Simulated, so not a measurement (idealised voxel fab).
The document below concerns the process module designated voxel fin reveal.
Pictured: cross-section cut, 140 nm wide, on a grid of 5 nm square cells.
For the purposes of this document, a cross-section shall be understood as a grid of square cells, specified as bands listed in top-to-bottom order, each band consisting of one or more rows of cells.
Look at the band entry: it leads with the top's height and the bottom's height in nm. Then it lists the materials left to right, with a width in nm for each. The word "full width" on a single material says that material fills the band edge to edge. The word "blank" is empty space.
Convention: height 0 is the level below which the wafer, as received, is all one material. The lowest band does not terminate at the bottom but continues downward, represented as "0 -> down".
So if you see something like "30 to 40" for the width, read it as the top row of the band sitting at the first number and the bottom row at the second, with every row in between moving by the same amount as the last.
A step reported as "no change" is a step in which no cell of the cross-section changed.
Reported under the label "Closed internal cavities" are the empty spaces having no open way to the top and comprising 8 cells or more; the notation for each is width x height at distance, in which the distance is measured from the left edge and all three values are in nm.
That trailing text on a step's line, after the settings, is the simulator's own remark on the step.
overlay nm: right-of-plan distance of the mask on a masked step; negative values mean left-of-plan.

**Intended process steps**
- 1: RECEIVE: material Si
- 2: CONFORMAL_DEP: material SiN, thk nm 10
- 3: MASKED_ETCH: tone cover, mask id FINS, width nm 15, pitch nm 35, etch materials SiN, depth nm 10, overlay nm 0
- 4: MASKED_ETCH: tone cover, mask id FINS, width nm 15, pitch nm 35, etch materials Si, depth nm 30, overlay nm 0
- 5: FILL_DEP: material SiO2, thk nm 5
- 6: CMP: height nm 10
- 7: SELECTIVE_ETCH: etch materials SiO2, depth nm 25
- 8: STRIP: etch materials SiN

**as received, after step 1**
0 -> down  Si full width
Closed internal cavities: none

**The first of two wafers, cross-sectioned at the end of the module, with the run proceeding as planned**
0 -> -15  blank=45, Si=15, blank=20, Si=15, blank=45
-15 -> -30  SiO2=45, Si=15, SiO2=20, Si=15, SiO2=45
-30 -> down  Si full width
Closed internal cavities: none

**Cross-section, wafer two of two, end of module: same start and plan as wafer one, one error in execution**
10 -> 0  blank=45, SiN=15, blank=20, SiN=15, blank=45
0 -> -15  blank=45, Si=15, blank=20, Si=15, blank=45
-15 -> -30  SiO2=45, Si=15, SiO2=20, Si=15, SiO2=45
-30 -> down  Si full width
Closed internal cavities: none
Deviation from plan: step 8 of the plan was excluded from execution and never run
Final difference in cells, second wafer against first, listed per material as more or fewer: SiN +12
